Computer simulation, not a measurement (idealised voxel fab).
process module | voxel wiring stack
cross-section cut | 210 nm wide | cells 5 nm
A cross-section is a grid of square cells, given in bands from the top down. A band is one or more rows of cells.
Each band's line starts with the height of the band's top and of its bottom, in nm. Then come its materials from left to right, each with its width in nm. One material with "throughout" fills the band from edge to edge. "air" is empty space.
Height 0 is the level under which the wafer as received is all one material. The lowest band goes on downwards, as in "0 down".
A width such as "30 to 40" changes by the same amount from each row of cells to the next, from the band's top row to its bottom row.
"no change" after a step means that no cell of the cross-section changed.
closed voids: empty space of 8 cells or more with no open way to the top, each as width x height at its distance from the left edge, in nm
after a step's settings: what the simulator itself notes on the step
overlay nm, on a step with a mask: how far to the right of its planned place the mask lay; to the left if negative
plan
1 op RECEIVE | material Si
2 op CONFORMAL_DEP | material SiO2 | thk nm 5
3 op CONFORMAL_DEP | material SiN | thk nm 5
4 op DIRECTIONAL_DEP | material lowk | thk nm 25
5 op DIRECTIONAL_DEP | material aC | thk nm 15
6 op PATTERN | tone open | mask id METAL_1 | material resist | width nm 30 | pitch nm 45 | thk nm 30 | overlay nm 0
7 op DIRECTIONAL_ETCH | etch materials aC | depth nm 15
8 op STRIP | etch materials resist
9 op DIRECTIONAL_ETCH | etch materials lowk | depth nm 25
10 op DIRECTIONAL_ETCH | etch materials SiN | depth nm 5
11 op STRIP | etch materials aC
12 op CONFORMAL_DEP | material TiN | thk nm 5
13 op FILL_DEP | material Cu | thk nm 5
14 op CMP | height nm 40
15 op CONFORMAL_DEP | material SiCN | thk nm 5
16 op DIRECTIONAL_DEP | material lowk | thk nm 35
17 op DIRECTIONAL_DEP | material aC | thk nm 15
18 op PATTERN | tone open | mask id METAL_2_HOLES | material resist | width nm 15 | thk nm 35 | overlay nm 0
19 op DIRECTIONAL_ETCH | etch materials aC | depth nm 15
20 op STRIP | etch materials resist
21 op DIRECTIONAL_ETCH | etch materials lowk | depth nm 35
22 op STRIP | etch materials aC
23 op DIRECTIONAL_DEP | material aC | thk nm 15
24 op PATTERN | tone open | mask id METAL_2 | material resist | width nm 30 | pitch nm 45 | thk nm 30 | overlay nm 0
25 op DIRECTIONAL_ETCH | etch materials aC | depth nm 15
26 op STRIP | etch materials resist
27 op DIRECTIONAL_ETCH | etch materials lowk | depth nm 20
28 op DIRECTIONAL_ETCH | etch materials SiCN | depth nm 5
29 op STRIP | etch materials aC
30 op CONFORMAL_DEP | material TiN | thk nm 5
31 op FILL_DEP | material Cu | thk nm 5
32 op CMP | height nm 80
33 op CONFORMAL_DEP | material SiCN | thk nm 5
34 op DIRECTIONAL_DEP | material SiO2 | thk nm 15
35 op MASKED_ETCH | tone open | mask id PLUG_2 | width nm 15 | etch materials SiO2 | depth nm 15 | overlay nm 0
36 op MASKED_ETCH | tone open | mask id PLUG_2 | width nm 15 | etch materials SiCN | depth nm 5 | overlay nm 0
37 op EPI | material Ru | thk nm 10
38 op EPI | material Ru | thk nm 10
39 op CONFORMAL_DEP | material SiN | thk nm 5
40 op DIRECTIONAL_DEP | material lowk | thk nm 20
41 op PATTERN | tone open | mask id METAL_3 | material resist | width nm 30 | pitch nm 45 | thk nm 20 | overlay nm 0
42 op DIRECTIONAL_ETCH | etch materials lowk | depth nm 20
43 op DIRECTIONAL_ETCH | etch materials SiN | depth nm 5
44 op STRIP | etch materials resist
45 op CONFORMAL_DEP | material TiN | thk nm 5
46 op FILL_DEP | material W | thk nm 5
47 op CMP | height nm 125
48 op CONFORMAL_DEP | material SiCN | thk nm 5
varied across the wafers: thk nm of step 2. The plan shows the first wafer's value. All wafers start alike
first wafer as received, after step 1
  0 down: Si throughout
  closed voids: none
first wafer at the end, after step 48
  130 to 125: SiCN throughout
  125 to 105: lowk 65 | TiN 5 | W 20 | TiN 5 | lowk 15 | TiN 5 | W 20 | TiN 5 | lowk 70
  105 to 100: SiN 65 | TiN 30 | SiN 15 | TiN 30 | SiN 70
  100 to 85: SiO2 65 | Ru 15 | SiO2 130
  85 to 80: SiCN 65 | Ru 15 | SiCN 130
  80 to 65: lowk 65 | TiN 5 | Cu 20 | TiN 5 | lowk 15 | TiN 5 | Cu 20 | TiN 5 | lowk 70
  65 to 60: lowk 65 | TiN 5 | Cu 5 | TiN 20 | lowk 15 | TiN 30 | lowk 70
  60 to 45: lowk 65 | TiN 5 | Cu 5 | TiN 5 | lowk 130
  45 to 40: SiCN 65 | TiN 15 | SiCN 130
  40 to 35: TiN 70 | Cu 20 | TiN 25 | Cu 20 | TiN 75
  35 to 10: lowk 65 | TiN 5 | Cu 20 | TiN 5 | lowk 15 | TiN 5 | Cu 20 | TiN 5 | lowk 70
  10 to 5: SiN 65 | TiN 30 | SiN 15 | TiN 30 | SiN 70
  5 to 0: SiO2 throughout
  0 down: Si throughout
  closed voids: none
last wafer at the end
  130 to 125: SiCN throughout
  125 to 105: lowk 65 | TiN 5 | W 20 | TiN 5 | lowk 15 | TiN 5 | W 20 | TiN 5 | lowk 70
  105 to 100: SiN 65 | TiN 30 | SiN 15 | TiN 30 | SiN 70
  100 to 85: SiO2 65 | Ru 15 | SiO2 130
  85 to 80: SiCN 65 | Ru 15 | SiCN 130
  80 to 65: lowk 65 | TiN 5 | Cu 20 | TiN 5 | lowk 15 | TiN 5 | Cu 20 | TiN 5 | lowk 70
  65 to 60: lowk 65 | TiN 5 | Cu 5 | TiN 20 | lowk 15 | TiN 30 | lowk 70
  60 to 45: lowk 65 | TiN 5 | Cu 5 | TiN 5 | lowk 130
  45 to 40: SiCN 65 | TiN 15 | SiCN 130
  40 to 30: lowk 65 | TiN 5 | Cu 20 | TiN 5 | lowk 15 | TiN 5 | Cu 20 | TiN 5 | lowk 70
  30 to 25: SiN 65 | TiN 30 | SiN 15 | TiN 30 | SiN 70
  25 to 0: SiO2 throughout
  0 down: Si throughout
  closed voids: none
each wafer at the end: cells of each material gained (+) or lost (-) since it was received, then its closed voids
thk nm 5 | +76 Cu | +12 Ru | +120 SiCN | +60 SiN | +159 SiO2 | +126 TiN | +32 W | +507 lowk | closed voids: none
thk nm 10 | +68 Cu | +12 Ru | +120 SiCN | +60 SiN | +201 SiO2 | +92 TiN | +32 W | +507 lowk | closed voids: none
thk nm 15 | +60 Cu | +12 Ru | +120 SiCN | +60 SiN | +243 SiO2 | +88 TiN | +32 W | +477 lowk | closed voids: none
thk nm 20 | +52 Cu | +12 Ru | +120 SiCN | +60 SiN | +285 SiO2 | +84 TiN | +32 W | +447 lowk | closed voids: none
thk nm 25 | +44 Cu | +12 Ru | +120 SiCN | +60 SiN | +327 SiO2 | +80 TiN | +32 W | +417 lowk | closed voids: none
